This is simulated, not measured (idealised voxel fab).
A process module follows: voxel fin reveal.
Each square cell in cross-section cut measures 5 nm, and the section as a whole is 275 nm wide.
Notation: cross-section as square-cell grid; stated in bands, top first, going down; one or more cell rows per band. Look at the band entry: it leads with the top's height and the bottom's height in nm. Then it lists the materials left to right, with a width in nm for each. The word "full width" on a single material says that material fills the band edge to edge. The word "empty" is empty space. Height is counted from the level 0, under which the received wafer is composed throughout of one material. The lowest of the bands is not closed at the bottom but continues downward, in the notation "top 0, no bottom". Top row gets the first number, bottom row gets the second, and each row in between changes by the same step: that is how a band width like "30->40" works. "left unchanged" for a step: no cell of the cross-section changed in that step. Any empty space of 8 cells or more lacking an open way to the top shows up in "Completely enclosed voids" as width x height at distance, distance from the left edge, in nm. Where a step's line continues beyond its settings, the continuation is a remark by the simulator itself on that step. "overlay nm", when on a step's line for a step with a mask, measures how far to the right of its planned place the mask lay; a negative measure means to the left.
**This section lists the process steps that were planned**
1. RECEIVE [material Si]
2. CONFORMAL_DEP [material SiN] [thk nm 5]
3. DIRECTIONAL_DEP [material aC] [thk nm 10]
4. PATTERN [tone cover] [mask id FINS] [material resist] [width nm 15] [pitch nm 35] [thk nm 25] [overlay nm 0]
5. DIRECTIONAL_ETCH [etch materials aC] [depth nm 10]
6. STRIP [etch materials resist]
7. DIRECTIONAL_ETCH [etch materials SiN] [depth nm 5]
8. DIRECTIONAL_ETCH [etch materials Si] [depth nm 35]
9. STRIP [etch materials aC]
10. FILL_DEP [material SiO2] [thk nm 5]
11. CMP [height nm 5]
12. SELECTIVE_ETCH [etch materials SiO2] [depth nm 15]
13. STRIP [etch materials SiN]
14. CONFORMAL_DEP [material SiO2] [thk nm 5]
**Cross-section: wafer on arrival = after step 1**
- top 0, no bottom = Si full width
- Completely enclosed voids: none
**Wafer cross-section at module end: first of two, run to plan**
- top 5, bottom 0 = empty 90 nm  SiO2 25 nm  empty 10 nm  SiO2 25 nm  empty 10 nm  SiO2 25 nm  empty 90 nm
- top 0, bottom -5 = empty 90 nm  SiO2 5 nm  Si 15 nm  SiO2 5 nm  empty 10 nm  SiO2 5 nm  Si 15 nm  SiO2 5 nm  empty 10 nm  SiO2 5 nm  Si 15 nm  SiO2 5 nm  empty 90 nm
- top -5, bottom -35 = SiO2 95 nm  Si 15 nm  SiO2 20 nm  Si 15 nm  SiO2 20 nm  Si 15 nm  SiO2 95 nm
- top -35, no bottom = Si full width
- Completely enclosed voids: none
**Cross-section, second wafer: same start as the first, same plan as the first, one mistake in running it; taken at the end of the module**
- top 5, bottom 0 = SiO2 100 nm  empty 5 nm  SiO2 30 nm  empty 5 nm  SiO2 30 nm  empty 5 nm  SiO2 100 nm
- top 0, bottom -5 = Si 95 nm  SiO2 5 nm  empty 5 nm  SiO2 5 nm  Si 20 nm  SiO2 5 nm  empty 5 nm  SiO2 5 nm  Si 20 nm  SiO2 5 nm  empty 5 nm  SiO2 5 nm  Si 95 nm
- top -5, bottom -35 = Si 95 nm  SiO2 15 nm  Si 20 nm  SiO2 15 nm  Si 20 nm  SiO2 15 nm  Si 95 nm
- top -35, no bottom = Si full width
- Completely enclosed voids: none
The plan and the run diverged here: rather than as planned, step 4 actually ran as PATTERN [tone open] [mask id FINS] [material resist] [width nm 15] [pitch nm 35] [thk nm 25] [overlay nm 0]
Cell-count delta at end, second wafer over first, by material: Si +259; SiO2 -185
